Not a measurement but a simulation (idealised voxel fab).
process module | voxel capacitor over wiring
cross-section cut | 195 nm wide | cells 5 nm
A cross-section is a grid of square cells, given in bands from the top down. A band is one or more rows of cells.
Each band's line starts with the height of the band's top and of its bottom, in nm. Then come its materials from left to right, each with its width in nm. One material with "throughout" fills the band from edge to edge. "air" is empty space.
Height 0 is the level under which the wafer as received is all one material. The lowest band goes on downwards, as in "0 down".
A width such as "30 to 40" changes by the same amount from each row of cells to the next, from the band's top row to its bottom row.
"no change" after a step means that no cell of the cross-section changed.
closed voids: empty space of 8 cells or more with no open way to the top, each as width x height at its distance from the left edge, in nm
after a step's settings: what the simulator itself notes on the step
overlay nm, on a step with a mask: how far to the right of its planned place the mask lay; to the left if negative
plan
1 op RECEIVE | material Si
2 op CONFORMAL_DEP | material SiO2 | thk nm 10
3 op DIRECTIONAL_DEP | material TiN | thk nm 5
4 op DIRECTIONAL_DEP | material W | thk nm 25
5 op PATTERN | tone cover | mask id METAL_1 | material resist | width nm 25 | pitch nm 90 | thk nm 15 | overlay nm 0
6 op DIRECTIONAL_ETCH | etch materials W | depth nm 25
7 op DIRECTIONAL_ETCH | etch materials TiN | depth nm 5
8 op STRIP | etch materials resist
9 op CONFORMAL_DEP | material SiN | thk nm 5
10 op FILL_DEP | material SiO2 | thk nm 5
11 op CMP | height nm 40
12 op CONFORMAL_DEP | material SiCN | thk nm 5
13 op DIRECTIONAL_DEP | material SiO2 | thk nm 20
14 op DIRECTIONAL_DEP | material aC | thk nm 15
15 op PATTERN | tone open | mask id PLUG_1 | material resist | width nm 15 | thk nm 35 | overlay nm 0
16 op DIRECTIONAL_ETCH | etch materials aC | depth nm 15
17 op STRIP | etch materials resist
18 op DIRECTIONAL_ETCH | etch materials SiO2 | depth nm 20
19 op DIRECTIONAL_ETCH | etch materials SiCN | depth nm 5
20 op STRIP | etch materials aC
21 op EPI | material Ru | thk nm 10
22 op EPI | material Ru | thk nm 10
23 op EPI | material Ru | thk nm 5
24 op DIRECTIONAL_DEP | material TiN | thk nm 5
25 op DIRECTIONAL_DEP | material Al2O3 | thk nm 5
26 op DIRECTIONAL_DEP | material TiN | thk nm 10
27 op MASKED_ETCH | tone cover | mask id UPPER_PLATE | width nm 70 | etch materials TiN | depth nm 10 | overlay nm 0
28 op MASKED_ETCH | tone cover | mask id UPPER_PLATE | width nm 70 | etch materials Al2O3 | depth nm 5 | overlay nm 0
29 op MASKED_ETCH | tone cover | mask id LOWER_PLATE | width nm 80 | etch materials TiN | depth nm 5 | overlay nm 0
30 op FILL_DEP | material SiO2 | thk nm 20
31 op CMP | height nm 100
32 op MASKED_ETCH | tone open | mask id PLUG_2 | width nm 15 | etch materials SiO2 | depth nm 15 | overlay nm 0
33 op CONFORMAL_DEP | material TiN | thk nm 5
34 op FILL_DEP | material Ru | thk nm 5
35 op CMP | height nm 100
36 op CONFORMAL_DEP | material SiCN | thk nm 5
first wafer, as planned
as received, after step 1
  0 down: Si throughout
  closed voids: none
after step 2
  10 to 0: SiO2 throughout
  below 0: unchanged
after step 3
  15 to 10: TiN throughout
  below 10: unchanged
after step 4
  40 to 15: W throughout
  below 15: unchanged
after step 5
  55 to 40: air 40 | resist 25 | air 65 | resist 25 | air 40
  below 40: unchanged
after step 6
  55 to 40: air 40 | resist 25 | air 65 | resist 25 | air 40
  40 to 15: air 40 | W 25 | air 65 | W 25 | air 40
  below 15: unchanged
after step 7
  55 to 40: air 40 | resist 25 | air 65 | resist 25 | air 40
  40 to 15: air 40 | W 25 | air 65 | W 25 | air 40
  15 to 10: air 40 | TiN 25 | air 65 | TiN 25 | air 40
  below 10: unchanged
after step 8
  40 to 15: air 40 | W 25 | air 65 | W 25 | air 40
  below 15: unchanged
after step 9
  45 to 40: air 35 | SiN 35 | air 55 | SiN 35 | air 35
  40 to 15: air 35 | SiN 5 | W 25 | SiN 5 | air 55 | SiN 5 | W 25 | SiN 5 | air 35
  15 to 10: SiN 40 | TiN 25 | SiN 65 | TiN 25 | SiN 40
  below 10: unchanged
after step 10
  50 to 45: SiO2 throughout
  45 to 40: SiO2 35 | SiN 35 | SiO2 55 | SiN 35 | SiO2 35
  40 to 15: SiO2 35 | SiN 5 | W 25 | SiN 5 | SiO2 55 | SiN 5 | W 25 | SiN 5 | SiO2 35
  below 15: unchanged
after step 11
  40 to 15: SiO2 35 | SiN 5 | W 25 | SiN 5 | SiO2 55 | SiN 5 | W 25 | SiN 5 | SiO2 35
  below 15: unchanged
after step 12
  45 to 40: SiCN throughout
  below 40: unchanged
after step 13
  65 to 45: SiO2 throughout
  below 45: unchanged
after step 14
  80 to 65: aC throughout
  below 65: unchanged
after step 15
  115 to 80: resist 50 | air 15 | resist 130
  below 80: unchanged
after step 16
  100 to 80: resist 50 | air 15 | resist 130
  80 to 65: aC 50 | air 15 | aC 130
  below 65: unchanged
after step 17
  80 to 65: aC 50 | air 15 | aC 130
  below 65: unchanged
after step 18
  80 to 65: aC 50 | air 15 | aC 130
  65 to 45: SiO2 50 | air 15 | SiO2 130
  below 45: unchanged
after step 19
  80 to 65: aC 50 | air 15 | aC 130
  65 to 45: SiO2 50 | air 15 | SiO2 130
  45 to 40: SiCN 50 | air 15 | SiCN 130
  below 40: unchanged
after step 20
  65 to 45: SiO2 50 | air 15 | SiO2 130
  below 45: unchanged
after step 21
  65 to 50: SiO2 50 | air 15 | SiO2 130
  50 to 45: SiO2 50 | Ru 15 | SiO2 130
  45 to 40: SiCN 50 | Ru 15 | SiCN 130
  below 40: unchanged
after step 22
  65 to 60: SiO2 50 | air 15 | SiO2 130
  60 to 45: SiO2 50 | Ru 15 | SiO2 130
  below 45: unchanged
after step 23
  65 to 45: SiO2 50 | Ru 15 | SiO2 130
  below 45: unchanged
after step 24
  70 to 65: TiN throughout
  below 65: unchanged
after step 25
  75 to 70: Al2O3 throughout
  below 70: unchanged
after step 26
  85 to 75: TiN throughout
  below 75: unchanged
after step 27
  85 to 75: air 50 | TiN 70 | air 75
  below 75: unchanged
after step 28
  85 to 75: air 50 | TiN 70 | air 75
  75 to 70: air 50 | Al2O3 70 | air 75
  below 70: unchanged
after step 29
  85 to 75: air 50 | TiN 70 | air 75
  75 to 70: air 50 | Al2O3 70 | air 75
  70 to 65: air 45 | TiN 80 | air 70
  below 65: unchanged
after step 30
  105 to 85: SiO2 throughout
  85 to 75: SiO2 50 | TiN 70 | SiO2 75
  75 to 70: SiO2 50 | Al2O3 70 | SiO2 75
  70 to 65: SiO2 45 | TiN 80 | SiO2 70
  below 65: unchanged
after step 31
  100 to 85: SiO2 throughout
  below 85: unchanged
after step 32
  100 to 85: SiO2 60 | air 15 | SiO2 120
  below 85: unchanged
after step 33
  105 to 100: TiN 65 | air 5 | TiN 125
  100 to 90: SiO2 60 | TiN 5 | air 5 | TiN 5 | SiO2 120
  90 to 85: SiO2 60 | TiN 15 | SiO2 120
  below 85: unchanged
after step 34
  110 to 105: Ru throughout
  105 to 100: TiN 65 | Ru 5 | TiN 125
  100 to 90: SiO2 60 | TiN 5 | Ru 5 | TiN 5 | SiO2 120
  below 90: unchanged
after step 35
  100 to 90: SiO2 60 | TiN 5 | Ru 5 | TiN 5 | SiO2 120
  below 90: unchanged
after step 36
  105 to 100: SiCN throughout
  below 100: unchanged
second wafer: like start, like plan, one mistake. Through step 2 it matches the first wafer
when step 3 should have ended
  15 to 10: SiCN throughout
  below 10: unchanged
when step 4 should have ended
  40 to 15: W throughout
  below 15: unchanged
when step 5 should have ended
  55 to 40: air 40 | resist 25 | air 65 | resist 25 | air 40
  below 40: unchanged
when step 6 should have ended
  55 to 40: air 40 | resist 25 | air 65 | resist 25 | air 40
  40 to 15: air 40 | W 25 | air 65 | W 25 | air 40
  below 15: unchanged
when step 7 should have ended: no change
when step 8 should have ended
  40 to 15: air 40 | W 25 | air 65 | W 25 | air 40
  below 15: unchanged
when step 9 should have ended
  45 to 40: air 35 | SiN 35 | air 55 | SiN 35 | air 35
  40 to 20: air 35 | SiN 5 | W 25 | SiN 5 | air 55 | SiN 5 | W 25 | SiN 5 | air 35
  20 to 15: SiN 40 | W 25 | SiN 65 | W 25 | SiN 40
  below 15: unchanged
when step 10 should have ended
  50 to 45: SiO2 throughout
  45 to 40: SiO2 35 | SiN 35 | SiO2 55 | SiN 35 | SiO2 35
  40 to 20: SiO2 35 | SiN 5 | W 25 | SiN 5 | SiO2 55 | SiN 5 | W 25 | SiN 5 | SiO2 35
  below 20: unchanged
when step 11 should have ended
  40 to 20: SiO2 35 | SiN 5 | W 25 | SiN 5 | SiO2 55 | SiN 5 | W 25 | SiN 5 | SiO2 35
  below 20: unchanged
when step 12 should have ended
  45 to 40: SiCN throughout
  below 40: unchanged
when step 13 should have ended
  65 to 45: SiO2 throughout
  below 45: unchanged
when step 14 should have ended
  80 to 65: aC throughout
  below 65: unchanged
when step 15 should have ended
  115 to 80: resist 50 | air 15 | resist 130
  below 80: unchanged
when step 16 should have ended
  100 to 80: resist 50 | air 15 | resist 130
  80 to 65: aC 50 | air 15 | aC 130
  below 65: unchanged
when step 17 should have ended
  80 to 65: aC 50 | air 15 | aC 130
  below 65: unchanged
when step 18 should have ended
  80 to 65: aC 50 | air 15 | aC 130
  65 to 45: SiO2 50 | air 15 | SiO2 130
  below 45: unchanged
when step 19 should have ended
  80 to 65: aC 50 | air 15 | aC 130
  65 to 45: SiO2 50 | air 15 | SiO2 130
  45 to 40: SiCN 50 | air 15 | SiCN 130
  below 40: unchanged
when step 20 should have ended
  65 to 45: SiO2 50 | air 15 | SiO2 130
  below 45: unchanged
when step 21 should have ended
  65 to 50: SiO2 50 | air 15 | SiO2 130
  50 to 45: SiO2 50 | Ru 15 | SiO2 130
  45 to 40: SiCN 50 | Ru 15 | SiCN 130
  below 40: unchanged
when step 22 should have ended
  65 to 60: SiO2 50 | air 15 | SiO2 130
  60 to 45: SiO2 50 | Ru 15 | SiO2 130
  below 45: unchanged
when step 23 should have ended
  65 to 45: SiO2 50 | Ru 15 | SiO2 130
  below 45: unchanged
when step 24 should have ended
  70 to 65: TiN throughout
  below 65: unchanged
when step 25 should have ended
  75 to 70: Al2O3 throughout
  below 70: unchanged
when step 26 should have ended
  85 to 75: TiN throughout
  below 75: unchanged
when step 27 should have ended
  85 to 75: air 50 | TiN 70 | air 75
  below 75: unchanged
when step 28 should have ended
  85 to 75: air 50 | TiN 70 | air 75
  75 to 70: air 50 | Al2O3 70 | air 75
  below 70: unchanged
when step 29 should have ended
  85 to 75: air 50 | TiN 70 | air 75
  75 to 70: air 50 | Al2O3 70 | air 75
  70 to 65: air 45 | TiN 80 | air 70
  below 65: unchanged
when step 30 should have ended
  105 to 85: SiO2 throughout
  85 to 75: SiO2 50 | TiN 70 | SiO2 75
  75 to 70: SiO2 50 | Al2O3 70 | SiO2 75
  70 to 65: SiO2 45 | TiN 80 | SiO2 70
  below 65: unchanged
when step 31 should have ended
  100 to 85: SiO2 throughout
  below 85: unchanged
when step 32 should have ended
  100 to 85: SiO2 60 | air 15 | SiO2 120
  below 85: unchanged
when step 33 should have ended
  105 to 100: TiN 65 | air 5 | TiN 125
  100 to 90: SiO2 60 | TiN 5 | air 5 | TiN 5 | SiO2 120
  90 to 85: SiO2 60 | TiN 15 | SiO2 120
  below 85: unchanged
when step 34 should have ended
  110 to 105: Ru throughout
  105 to 100: TiN 65 | Ru 5 | TiN 125
  100 to 90: SiO2 60 | TiN 5 | Ru 5 | TiN 5 | SiO2 120
  below 90: unchanged
when step 35 should have ended
  100 to 90: SiO2 60 | TiN 5 | Ru 5 | TiN 5 | SiO2 120
  below 90: unchanged
when step 36 should have ended
  105 to 100: SiCN throughout
  below 100: unchanged
what went wrong: step 3 ran as: op DIRECTIONAL_DEP | material SiCN | thk nm 5
at the end the second wafer has, in cells: 39 more of SiCN | 4 fewer of SiN | 25 fewer of SiO2 | 10 fewer of TiN
